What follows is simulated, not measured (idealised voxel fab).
The name of this process module is voxel fin reveal.
In the cross-section labelled cut, the width is 295 nm and each square cell is 5 nm.
Cross-section spec: square-cell grid; bands listed top down; each band is one or more rows.
Top height, bottom height, nm. Materials left to right, width each, nm. Single material + "everywhere" = fills band edge to edge. "air" = empty.
The level at which height equals 0 is the one under which the wafer, as it arrives, is entirely one material. No lower edge exists for the bottom band, which continues downward and is notated as in "z 0 and below".
Read "30->40" as a graded width: first number on top, second number at the bottom, same change between each pair of neighbouring rows.
Take "remained the same" at face value: in the step it is given for, the cross-section changed in none of its cells.
"Closed void catalog": empty spaces of 8 cells or more with no open way to the top, each given as width x height at distance, distance from the left edge, all in nm.
That trailing text on a step's line, after the settings, is the simulator's own remark on the step.
overlay nm: step with mask; distance mask lay right of planned place; negative value = left of planned place.

**List of planned process steps**
1,RECEIVE, material Si
2,CONFORMAL_DEP, material SiN, thk nm 5
3,PATTERN, tone cover, mask id FINS, material resist, width nm 15, pitch nm 35, thk nm 15, overlay nm 0
4,DIRECTIONAL_ETCH, etch materials SiN, depth nm 5
5,DIRECTIONAL_ETCH, etch materials Si, depth nm 35
6,STRIP, etch materials resist
7,FILL_DEP, material SiO2, thk nm 15
8,CMP, height nm 5
9,SELECTIVE_ETCH, etch materials SiO2, depth nm 25
10,STRIP, etch materials SiN
11,CONFORMAL_DEP, material HfO2, thk nm 5

**Shown in cross-section is the wafer as received, that is, as it stands after step 1**
- z 0 and below  Si everywhere
- Closed void catalog: none

**First of two wafers at the end of the module, shown in cross-section; run carried out as planned**
- z 5 to 0  80 nm air, 25 nm HfO2, 10 nm air, 25 nm HfO2, 10 nm air, 25 nm HfO2, 10 nm air, 25 nm HfO2, 85 nm air
- z 0 to -15  80 nm air, 5 nm HfO2, 15 nm Si, 5 nm HfO2, 10 nm air, 5 nm HfO2, 15 nm Si, 5 nm HfO2, 10 nm air, 5 nm HfO2, 15 nm Si, 5 nm HfO2, 10 nm air, 5 nm HfO2, 15 nm Si, 5 nm HfO2, 85 nm air
- z -15 to -20  85 nm HfO2, 15 nm Si, 20 nm HfO2, 15 nm Si, 20 nm HfO2, 15 nm Si, 20 nm HfO2, 15 nm Si, 90 nm HfO2
- z -20 to -35  85 nm SiO2, 15 nm Si, 20 nm SiO2, 15 nm Si, 20 nm SiO2, 15 nm Si, 20 nm SiO2, 15 nm Si, 90 nm SiO2
- z -35 and below  Si everywhere
- Closed void catalog: none

**Presented here is a cross-section of the second of the two wafers as it stood at the end of the module. It was started in the same manner and assigned the same plan as the first wafer; however, one mistake was made in its execution**
- z 0 to -20  85 nm air, 15 nm Si, 20 nm air, 15 nm Si, 20 nm air, 15 nm Si, 20 nm air, 15 nm Si, 90 nm air
- z -20 to -35  85 nm SiO2, 15 nm Si, 20 nm SiO2, 15 nm Si, 20 nm SiO2, 15 nm Si, 20 nm SiO2, 15 nm Si, 90 nm SiO2
- z -35 and below  Si everywhere
- Closed void catalog: none
What broke from the plan during processing? it should be noted that step 11 of the plan was omitted and was not performed
FYI, end of process, the second wafer has more or fewer cells of some materials than the first: 91 fewer of HfO2
